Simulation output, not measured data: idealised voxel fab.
process module | voxel wiring stack
cross-section cut | 280 nm wide | cells 5 nm
A cross-section is a grid of square cells, given in bands from the top down. A band is one or more rows of cells.
Each band's line starts with the height of the band's top and of its bottom, in nm. Then come its materials from left to right, each with its width in nm. One material with "throughout" fills the band from edge to edge. "air" is empty space.
Height 0 is the level under which the wafer as received is all one material. The lowest band goes on downwards, as in "0 down".
A width such as "30 to 40" changes by the same amount from each row of cells to the next, from the band's top row to its bottom row.
"no change" after a step means that no cell of the cross-section changed.
closed voids: empty space of 8 cells or more with no open way to the top, each as width x height at its distance from the left edge, in nm
after a step's settings: what the simulator itself notes on the step
overlay nm, on a step with a mask: how far to the right of its planned place the mask lay; to the left if negative
plan
1 op RECEIVE | material Si
2 op CONFORMAL_DEP | material SiO2 | thk nm 10
3 op CONFORMAL_DEP | material SiCN | thk nm 5
4 op DIRECTIONAL_DEP | material SiO2 | thk nm 25
5 op MASKED_ETCH | tone open | mask id METAL_1 | width nm 30 | pitch nm 60 | etch materials SiO2 | depth nm 25 | overlay nm 0
6 op MASKED_ETCH | tone open | mask id METAL_1 | width nm 30 | pitch nm 60 | etch materials SiCN | depth nm 5 | overlay nm 0
7 op CONFORMAL_DEP | material TiN | thk nm 5
8 op FILL_DEP | material Cu | thk nm 10
9 op CMP | height nm 40
10 op EPI | material Ru | thk nm 5
11 op FILL_DEP | material SiCN | thk nm 5
12 op DIRECTIONAL_DEP | material lowk | thk nm 15
13 op DIRECTIONAL_DEP | material aC | thk nm 10
14 op PATTERN | tone open | mask id PLUG_1 | material resist | width nm 15 | pitch nm 60 | thk nm 25 | overlay nm 0
15 op DIRECTIONAL_ETCH | etch materials aC | depth nm 10
16 op STRIP | etch materials resist
17 op DIRECTIONAL_ETCH | etch materials lowk | depth nm 15
18 op DIRECTIONAL_ETCH | etch materials SiCN | depth nm 5
19 op STRIP | etch materials aC
20 op CONFORMAL_DEP | material TiN | thk nm 5
21 op FILL_DEP | material Cu | thk nm 5
22 op CMP | height nm 65
23 op DIRECTIONAL_DEP | material TiN | thk nm 5
24 op DIRECTIONAL_DEP | material W | thk nm 25
25 op MASKED_ETCH | tone cover | mask id METAL_2 | width nm 30 | pitch nm 60 | etch materials W | depth nm 25 | overlay nm 0
26 op MASKED_ETCH | tone cover | mask id METAL_2 | width nm 30 | pitch nm 60 | etch materials TiN | depth nm 5 | overlay nm 0
27 op CONFORMAL_DEP | material SiN | thk nm 5
28 op FILL_DEP | material lowk | thk nm 10
29 op CMP | height nm 95
30 op CONFORMAL_DEP | material SiCN | thk nm 5
31 op DIRECTIONAL_DEP | material lowk | thk nm 15
32 op DIRECTIONAL_DEP | material aC | thk nm 15
33 op PATTERN | tone open | mask id PLUG_2 | material resist | width nm 15 | pitch nm 60 | thk nm 35 | overlay nm 0
34 op DIRECTIONAL_ETCH | etch materials aC | depth nm 15
35 op STRIP | etch materials resist
36 op DIRECTIONAL_ETCH | etch materials lowk | depth nm 15
37 op DIRECTIONAL_ETCH | etch materials SiCN | depth nm 5
38 op STRIP | etch materials aC
39 op CONFORMAL_DEP | material TiN | thk nm 5
40 op FILL_DEP | material Cu | thk nm 10
41 op CMP | height nm 115
42 op DIRECTIONAL_DEP | material TiN | thk nm 5
43 op DIRECTIONAL_DEP | material W | thk nm 25
44 op DIRECTIONAL_DEP | material aC | thk nm 10
45 op PATTERN | tone cover | mask id METAL_3 | material resist | width nm 30 | pitch nm 60 | thk nm 30 | overlay nm 0
46 op DIRECTIONAL_ETCH | etch materials aC | depth nm 10
47 op STRIP | etch materials resist
48 op DIRECTIONAL_ETCH | etch materials W | depth nm 25
49 op DIRECTIONAL_ETCH | etch materials TiN | depth nm 5
50 op STRIP | etch materials aC
51 op FILL_DEP | material lowk | thk nm 10
52 op CMP | height nm 145
53 op CONFORMAL_DEP | material SiN | thk nm 5
as received, after step 1
  0 down: Si throughout
  closed voids: none
a wafer at the end: this start, this plan, one mistake
  150 to 145: SiN throughout
  145 to 120: lowk 95 | W 30 | lowk 30 | W 30 | lowk 95
  120 to 115: lowk 95 | TiN 30 | lowk 30 | TiN 30 | lowk 95
  115 to 100: lowk 95 | TiN 5 | Cu 5 | TiN 5 | lowk 45 | TiN 5 | Cu 5 | TiN 5 | lowk 110
  100 to 95: SiCN 95 | TiN 15 | SiCN 45 | TiN 15 | SiCN 110
  95 to 70: lowk 90 | SiN 5 | W 30 | SiN 5 | lowk 20 | SiN 5 | W 30 | SiN 5 | lowk 90
  70 to 65: SiN 95 | TiN 30 | SiN 30 | TiN 30 | SiN 95
  65 to 50: lowk 95 | TiN 5 | Cu 5 | TiN 5 | lowk 45 | TiN 5 | Cu 5 | TiN 5 | lowk 110
  50 to 45: SiCN 95 | TiN 15 | SiCN 45 | TiN 15 | SiCN 110
  45 to 40: Ru 100 | SiCN 20 | Ru 40 | SiCN 20 | Ru 100
  40 to 20: Cu 90 | TiN 5 | SiO2 30 | TiN 5 | Cu 20 | TiN 5 | SiO2 30 | TiN 5 | Cu 90
  20 to 15: TiN 95 | SiO2 30 | TiN 30 | SiO2 30 | TiN 95
  15 to 10: SiCN throughout
  10 to 0: SiO2 throughout
  0 down: Si throughout
  closed voids: none
what went wrong: step 5 ran as: op MASKED_ETCH | tone cover | mask id METAL_1 | width nm 30 | pitch nm 60 | etch materials SiO2 | depth nm 25 | overlay nm 0
